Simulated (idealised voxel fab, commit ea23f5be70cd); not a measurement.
Process module in this document: voxel self aligned contacts
Cross-section cut: width 215 nm, square cells of 5 nm.
In this document a cross-section is written as a grid of square cells. It is given as a series of bands, listed from the top down, and a band is one or more rows of cells.
The band entry comprises the height of the band's top followed by the height of its bottom, expressed in nm, and subsequently the band's materials from left to right, each stated together with its width in nm. Where a single material is marked with the word "all across", that material fills the band from edge to edge. The word "air" represents empty space.
Convention: height 0 is the level below which the wafer, as received, is all one material. The lowest band does not terminate at the bottom but continues downward, represented as "0 -> down".
The two numbers in a width such as "30..40" mark its ends across the band: the first belongs to the top row of cells, the second to the bottom row, and from each row to the next the width moves by the same amount.
"nothing changed" for a step: no cell of the cross-section changed in that step.
"Enclosed cavities": sealed empty spaces, 8 cells or more, no open way to top, listed width x height at distance, with distance from the left edge and width, height and distance in nm.
Text after the settings on a step's line: the simulator's own remark on that step.
The line of a step may include "overlay nm". On a step with a mask, this value is how far to the right of its planned place the mask lay. A negative value means the mask lay to the left.
## The process steps that were planned are listed below
1 RECEIVE,material Si
2 OXIDIZE,depth nm 5
3 DIRECTIONAL_DEP,material polySi,thk nm 20
4 DIRECTIONAL_DEP,material SiN,thk nm 20
5 PATTERN,tone cover,mask id GATE,material resist,width nm 25,pitch nm 60,thk nm 20,overlay nm 0
6 DIRECTIONAL_ETCH,etch materials SiN,depth nm 20
7 DIRECTIONAL_ETCH,etch materials polySi,depth nm 20
8 STRIP,etch materials resist
9 CONFORMAL_DEP,material SiN,thk nm 10
10 DIRECTIONAL_ETCH,etch materials SiN,depth nm 10
11 FILL_DEP,material SiO2,thk nm 15
12 CMP,height nm 45
13 DIRECTIONAL_DEP,material aC,thk nm 15
14 PATTERN,tone open,mask id CONTACT,material resist,width nm 45,pitch nm 60,thk nm 35,overlay nm 0
15 DIRECTIONAL_ETCH,etch materials aC,depth nm 15
16 STRIP,etch materials resist
17 DIRECTIONAL_ETCH,etch materials SiO2,depth nm 50
18 STRIP,etch materials aC
19 CONFORMAL_DEP,material TiN,thk nm 5
20 FILL_DEP,material W,thk nm 5
21 CMP,height nm 45
22 CONFORMAL_DEP,material SiN,thk nm 5
## First wafer, two in total, run as planned
## Wafer at receipt (post step 1), cross-section
	0 -> down: Si all across
	Enclosed cavities: none
## after step 2
	0 -> -5: SiO2 all across
	Below -5 it's all the same as before, nothing changed down there.
## after step 3
	20 -> 0: polySi all across
	Below 0 it's all the same as before, nothing changed down there.
## after step 4
	40 -> 20: SiN all across
	Below 20 it's all the same as before, nothing changed down there.
## after step 5
	60 -> 40: 35 air  25 resist  35 air  25 resist  35 air  25 resist  35 air
	Below 40 it's all the same as before, nothing changed down there.
## after step 6
	60 -> 40: 35 air  25 resist  35 air  25 resist  35 air  25 resist  35 air
	40 -> 20: 35 air  25 SiN  35 air  25 SiN  35 air  25 SiN  35 air
	Below 20 it's all the same as before, nothing changed down there.
## after step 7
	60 -> 40: 35 air  25 resist  35 air  25 resist  35 air  25 resist  35 air
	40 -> 20: 35 air  25 SiN  35 air  25 SiN  35 air  25 SiN  35 air
	20 -> 0: 35 air  25 polySi  35 air  25 polySi  35 air  25 polySi  35 air
	Below 0 it's all the same as before, nothing changed down there.
## after step 8
	40 -> 20: 35 air  25 SiN  35 air  25 SiN  35 air  25 SiN  35 air
	Below 20 it's all the same as before, nothing changed down there.
## after step 9
	50 -> 20: 25 air  45 SiN  15 air  45 SiN  15 air  45 SiN  25 air
	20 -> 10: 25 air  10 SiN  25 polySi  10 SiN  15 air  10 SiN  25 polySi  10 SiN  15 air  10 SiN  25 polySi  10 SiN  25 air
	10 -> 0: 35 SiN  25 polySi  35 SiN  25 polySi  35 SiN  25 polySi  35 SiN
	Below 0 it's all the same as before, nothing changed down there.
## after step 10
	40 -> 20: 25 air  45 SiN  15 air  45 SiN  15 air  45 SiN  25 air
	20 -> 0: 25 air  10 SiN  25 polySi  10 SiN  15 air  10 SiN  25 polySi  10 SiN  15 air  10 SiN  25 polySi  10 SiN  25 air
	Below 0 it's all the same as before, nothing changed down there.
## after step 11
	55 -> 40: SiO2 all across
	40 -> 20: 25 SiO2  45 SiN  15 SiO2  45 SiN  15 SiO2  45 SiN  25 SiO2
	20 -> 0: 25 SiO2  10 SiN  25 polySi  10 SiN  15 SiO2  10 SiN  25 polySi  10 SiN  15 SiO2  10 SiN  25 polySi  10 SiN  25 SiO2
	Below 0 it's all the same as before, nothing changed down there.
## after step 12
	45 -> 40: SiO2 all across
	Below 40 it's all the same as before, nothing changed down there.
## after step 13
	60 -> 45: aC all across
	Below 45 it's all the same as before, nothing changed down there.
## after step 14
	95 -> 60: 55 resist  45 air  15 resist  45 air  55 resist
	Below 60 it's all the same as before, nothing changed down there.
## after step 15
	80 -> 60: 55 resist  45 air  15 resist  45 air  55 resist
	60 -> 45: 55 aC  45 air  15 aC  45 air  55 aC
	Below 45 it's all the same as before, nothing changed down there.
## after step 16
	60 -> 45: 55 aC  45 air  15 aC  45 air  55 aC
	Below 45 it's all the same as before, nothing changed down there.
## after step 17
	60 -> 45: 55 aC  45 air  15 aC  45 air  55 aC
	45 -> 40: 55 SiO2  45 air  15 SiO2  45 air  55 SiO2
	40 -> 20: 25 SiO2  45 SiN  15 air  45 SiN  15 air  45 SiN  25 SiO2
	20 -> 0: 25 SiO2  10 SiN  25 polySi  10 SiN  15 air  10 SiN  25 polySi  10 SiN  15 air  10 SiN  25 polySi  10 SiN  25 SiO2
	0 -> -5: 70 SiO2  15 air  45 SiO2  15 air  70 SiO2
	Below -5 it's all the same as before, nothing changed down there.
## after step 18
	45 -> 40: 55 SiO2  45 air  15 SiO2  45 air  55 SiO2
	Below 40 it's all the same as before, nothing changed down there.
## after step 19
	50 -> 45: 60 TiN  35 air  25 TiN  35 air  60 TiN
	45 -> 40: 55 SiO2  20 TiN  5 air  20 TiN  15 SiO2  20 TiN  5 air  20 TiN  55 SiO2
	40 -> 20: 25 SiO2  45 SiN  5 TiN  5 air  5 TiN  45 SiN  5 TiN  5 air  5 TiN  45 SiN  25 SiO2
	20 -> 0: 25 SiO2  10 SiN  25 polySi  10 SiN  5 TiN  5 air  5 TiN  10 SiN  25 polySi  10 SiN  5 TiN  5 air  5 TiN  10 SiN  25 polySi  10 SiN  25 SiO2
	0 -> -5: 70 SiO2  15 TiN  45 SiO2  15 TiN  70 SiO2
	Below -5 it's all the same as before, nothing changed down there.
## after step 20
	55 -> 50: W all across
	50 -> 45: 60 TiN  35 W  25 TiN  35 W  60 TiN
	45 -> 40: 55 SiO2  20 TiN  5 W  20 TiN  15 SiO2  20 TiN  5 W  20 TiN  55 SiO2
	40 -> 20: 25 SiO2  45 SiN  5 TiN  5 W  5 TiN  45 SiN  5 TiN  5 W  5 TiN  45 SiN  25 SiO2
	20 -> 0: 25 SiO2  10 SiN  25 polySi  10 SiN  5 TiN  5 W  5 TiN  10 SiN  25 polySi  10 SiN  5 TiN  5 W  5 TiN  10 SiN  25 polySi  10 SiN  25 SiO2
	Below 0 it's all the same as before, nothing changed down there.
## after step 21
	45 -> 40: 55 SiO2  20 TiN  5 W  20 TiN  15 SiO2  20 TiN  5 W  20 TiN  55 SiO2
	Below 40 it's all the same as before, nothing changed down there.
## after step 22
	50 -> 45: SiN all across
	Below 45 it's all the same as before, nothing changed down there.
## Wafer two. Same start, same plan, one slip in execution. Same as wafer one through step 4, inclusive
## Cross-section: second wafer, time at which step 5 was scheduled to end
	60 -> 40: 40 air  15 resist  45 air  15 resist  45 air  15 resist  40 air
	Below 40 it's all the same as before, nothing changed down there.
## Cross-section: second wafer, time at which step 6 was scheduled to end
	60 -> 40: 40 air  15 resist  45 air  15 resist  45 air  15 resist  40 air
	40 -> 20: 40 air  15 SiN  45 air  15 SiN  45 air  15 SiN  40 air
	Below 20 it's all the same as before, nothing changed down there.
## Cross-section: second wafer, time at which step 7 was scheduled to end
	60 -> 40: 40 air  15 resist  45 air  15 resist  45 air  15 resist  40 air
	40 -> 20: 40 air  15 SiN  45 air  15 SiN  45 air  15 SiN  40 air
	20 -> 0: 40 air  15 polySi  45 air  15 polySi  45 air  15 polySi  40 air
	Below 0 it's all the same as before, nothing changed down there.
## Cross-section: second wafer, time at which step 8 was scheduled to end
	40 -> 20: 40 air  15 SiN  45 air  15 SiN  45 air  15 SiN  40 air
	Below 20 it's all the same as before, nothing changed down there.
## Cross-section: second wafer, time at which step 9 was scheduled to end
	50 -> 20: 30 air  35 SiN  25 air  35 SiN  25 air  35 SiN  30 air
	20 -> 10: 30 air  10 SiN  15 polySi  10 SiN  25 air  10 SiN  15 polySi  10 SiN  25 air  10 SiN  15 polySi  10 SiN  30 air
	10 -> 0: 40 SiN  15 polySi  45 SiN  15 polySi  45 SiN  15 polySi  40 SiN
	Below 0 it's all the same as before, nothing changed down there.
## Cross-section: second wafer, time at which step 10 was scheduled to end
	40 -> 20: 30 air  35 SiN  25 air  35 SiN  25 air  35 SiN  30 air
	20 -> 0: 30 air  10 SiN  15 polySi  10 SiN  25 air  10 SiN  15 polySi  10 SiN  25 air  10 SiN  15 polySi  10 SiN  30 air
	Below 0 it's all the same as before, nothing changed down there.
## Cross-section: second wafer, time at which step 11 was scheduled to end
	55 -> 40: SiO2 all across
	40 -> 20: 30 SiO2  35 SiN  25 SiO2  35 SiN  25 SiO2  35 SiN  30 SiO2
	20 -> 0: 30 SiO2  10 SiN  15 polySi  10 SiN  25 SiO2  10 SiN  15 polySi  10 SiN  25 SiO2  10 SiN  15 polySi  10 SiN  30 SiO2
	Below 0 it's all the same as before, nothing changed down there.
## Cross-section: second wafer, time at which step 12 was scheduled to end
	45 -> 40: SiO2 all across
	Below 40 it's all the same as before, nothing changed down there.
## Cross-section: second wafer, time at which step 13 was scheduled to end
	60 -> 45: aC all across
	Below 45 it's all the same as before, nothing changed down there.
## Cross-section: second wafer, time at which step 14 was scheduled to end
	95 -> 60: 55 resist  45 air  15 resist  45 air  55 resist
	Below 60 it's all the same as before, nothing changed down there.
## Cross-section: second wafer, time at which step 15 was scheduled to end
	80 -> 60: 55 resist  45 air  15 resist  45 air  55 resist
	60 -> 45: 55 aC  45 air  15 aC  45 air  55 aC
	Below 45 it's all the same as before, nothing changed down there.
## Cross-section: second wafer, time at which step 16 was scheduled to end
	60 -> 45: 55 aC  45 air  15 aC  45 air  55 aC
	Below 45 it's all the same as before, nothing changed down there.
## Cross-section: second wafer, time at which step 17 was scheduled to end
	60 -> 45: 55 aC  45 air  15 aC  45 air  55 aC
	45 -> 40: 55 SiO2  45 air  15 SiO2  45 air  55 SiO2
	40 -> 20: 30 SiO2  35 SiN  25 air  35 SiN  25 air  35 SiN  30 SiO2
	20 -> 0: 30 SiO2  10 SiN  15 polySi  10 SiN  25 air  10 SiN  15 polySi  10 SiN  25 air  10 SiN  15 polySi  10 SiN  30 SiO2
	0 -> -5: 65 SiO2  25 air  35 SiO2  25 air  65 SiO2
	Below -5 it's all the same as before, nothing changed down there.
## Cross-section: second wafer, time at which step 18 was scheduled to end
	45 -> 40: 55 SiO2  45 air  15 SiO2  45 air  55 SiO2
	Below 40 it's all the same as before, nothing changed down there.
## Cross-section: second wafer, time at which step 19 was scheduled to end
	50 -> 45: 60 TiN  35 air  25 TiN  35 air  60 TiN
	45 -> 40: 55 SiO2  15 TiN  15 air  15 TiN  15 SiO2  15 TiN  15 air  15 TiN  55 SiO2
	40 -> 20: 30 SiO2  35 SiN  5 TiN  15 air  5 TiN  35 SiN  5 TiN  15 air  5 TiN  35 SiN  30 SiO2
	20 -> 0: 30 SiO2  10 SiN  15 polySi  10 SiN  5 TiN  15 air  5 TiN  10 SiN  15 polySi  10 SiN  5 TiN  15 air  5 TiN  10 SiN  15 polySi  10 SiN  30 SiO2
	0 -> -5: 65 SiO2  25 TiN  35 SiO2  25 TiN  65 SiO2
	Below -5 it's all the same as before, nothing changed down there.
## Cross-section: second wafer, time at which step 20 was scheduled to end
	55 -> 50: W all across
	50 -> 45: 60 TiN  35 W  25 TiN  35 W  60 TiN
	45 -> 40: 55 SiO2  15 TiN  15 W  15 TiN  15 SiO2  15 TiN  15 W  15 TiN  55 SiO2
	40 -> 20: 30 SiO2  35 SiN  5 TiN  15 W  5 TiN  35 SiN  5 TiN  15 W  5 TiN  35 SiN  30 SiO2
	20 -> 0: 30 SiO2  10 SiN  15 polySi  10 SiN  5 TiN  15 W  5 TiN  10 SiN  15 polySi  10 SiN  5 TiN  15 W  5 TiN  10 SiN  15 polySi  10 SiN  30 SiO2
	Below 0 it's all the same as before, nothing changed down there.
## Cross-section: second wafer, time at which step 21 was scheduled to end
	45 -> 40: 55 SiO2  15 TiN  15 W  15 TiN  15 SiO2  15 TiN  15 W  15 TiN  55 SiO2
	Below 40 it's all the same as before, nothing changed down there.
## Cross-section: second wafer, time at which step 22 was scheduled to end
	50 -> 45: SiN all across
	Below 45 it's all the same as before, nothing changed down there.
What broke from the plan during processing? step 5 was run on a setting that differed from the plan, and what really ran there is PATTERN,tone cover,mask id GATE,material resist,width nm 15,pitch nm 60,thk nm 20,overlay nm 0
In the final state, the cell counts of the second wafer exceed or fall short of those of the first for the following materials: -24 SiN | +12 SiO2 | +36 W | -24 polySi
